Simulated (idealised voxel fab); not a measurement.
process module | voxel released beams
cross-section cut | 155 nm wide | cells 5 nm
A cross-section is a grid of square cells, given in bands from the top down. A band is one or more rows of cells.
Each band's line starts with the height of the band's top and of its bottom, in nm. Then come its materials from left to right, each with its width in nm. One material with "throughout" fills the band from edge to edge. "air" is empty space.
Height 0 is the level under which the wafer as received is all one material. The lowest band goes on downwards, as in "0 down".
A width such as "30 to 40" changes by the same amount from each row of cells to the next, from the band's top row to its bottom row.
"no change" after a step means that no cell of the cross-section changed.
closed voids: empty space of 8 cells or more with no open way to the top, each as width x height at its distance from the left edge, in nm
after a step's settings: what the simulator itself notes on the step
overlay nm, on a step with a mask: how far to the right of its planned place the mask lay; to the left if negative
plan
1 op RECEIVE | material Si
2 op CONFORMAL_DEP | material Al2O3 | thk nm 10
3 op DIRECTIONAL_DEP | material SiO2 | thk nm 10
4 op DIRECTIONAL_DEP | material aC | thk nm 15
5 op PATTERN | tone open | mask id ANCHOR | material resist | width nm 40 | thk nm 35 | overlay nm 0
6 op DIRECTIONAL_ETCH | etch materials aC | depth nm 15
7 op STRIP | etch materials resist
8 op DIRECTIONAL_ETCH | etch materials SiO2 | depth nm 10
9 op STRIP | etch materials aC
10 op CONFORMAL_DEP | material SiN | thk nm 15
11 op MASKED_ETCH | tone cover | mask id BEAM | width nm 90 | etch materials SiN | depth nm 15 | overlay nm 0
12 op STRIP | etch materials SiO2
first wafer, as planned
as received, after step 1
  0 down: Si throughout
  closed voids: none
after step 2
  10 to 0: Al2O3 throughout
  below 0: unchanged
after step 3
  20 to 10: SiO2 throughout
  below 10: unchanged
after step 4
  35 to 20: aC throughout
  below 20: unchanged
after step 5
  70 to 35: resist 35 | air 40 | resist 80
  below 35: unchanged
after step 6
  55 to 35: resist 35 | air 40 | resist 80
  35 to 20: aC 35 | air 40 | aC 80
  below 20: unchanged
after step 7
  35 to 20: aC 35 | air 40 | aC 80
  below 20: unchanged
after step 8
  35 to 20: aC 35 | air 40 | aC 80
  20 to 10: SiO2 35 | air 40 | SiO2 80
  below 10: unchanged
after step 9
  20 to 10: SiO2 35 | air 40 | SiO2 80
  below 10: unchanged
after step 10
  35 to 25: SiN 50 | air 10 | SiN 95
  25 to 20: SiN throughout
  20 to 10: SiO2 35 | SiN 40 | SiO2 80
  below 10: unchanged
after step 11
  35 to 25: air 30 | SiN 20 | air 10 | SiN 60 | air 35
  25 to 20: air 30 | SiN 90 | air 35
  below 20: unchanged
after step 12
  35 to 25: air 30 | SiN 20 | air 10 | SiN 60 | air 35
  25 to 20: air 30 | SiN 90 | air 35
  20 to 10: air 35 | SiN 40 | air 80
  below 10: unchanged
second wafer: like start, like plan, one mistake. Through step 4 it matches the first wafer
when step 5 should have ended
  70 to 35: air 35 | resist 40 | air 80
  below 35: unchanged
when step 6 should have ended
  55 to 35: air 35 | resist 40 | air 80
  35 to 20: air 35 | aC 40 | air 80
  below 20: unchanged
when step 7 should have ended
  35 to 20: air 35 | aC 40 | air 80
  below 20: unchanged
when step 8 should have ended
  35 to 20: air 35 | aC 40 | air 80
  20 to 10: air 35 | SiO2 40 | air 80
  below 10: unchanged
when step 9 should have ended
  20 to 10: air 35 | SiO2 40 | air 80
  below 10: unchanged
when step 10 should have ended
  35 to 25: air 20 | SiN 70 | air 65
  25 to 20: SiN throughout
  20 to 10: SiN 35 | SiO2 40 | SiN 80
  below 10: unchanged
when step 11 should have ended
  35 to 25: air 30 | SiN 60 | air 65
  25 to 20: air 30 | SiN 90 | air 35
  20 to 10: air 20 | SiN 15 | SiO2 40 | SiN 45 | air 35
  below 10: unchanged
when step 12 should have ended: no change
what went wrong: step 5 ran as: op PATTERN | tone cover | mask id ANCHOR | material resist | width nm 40 | thk nm 35 | overlay nm 0
at the end the second wafer has, in cells: 16 more of SiO2
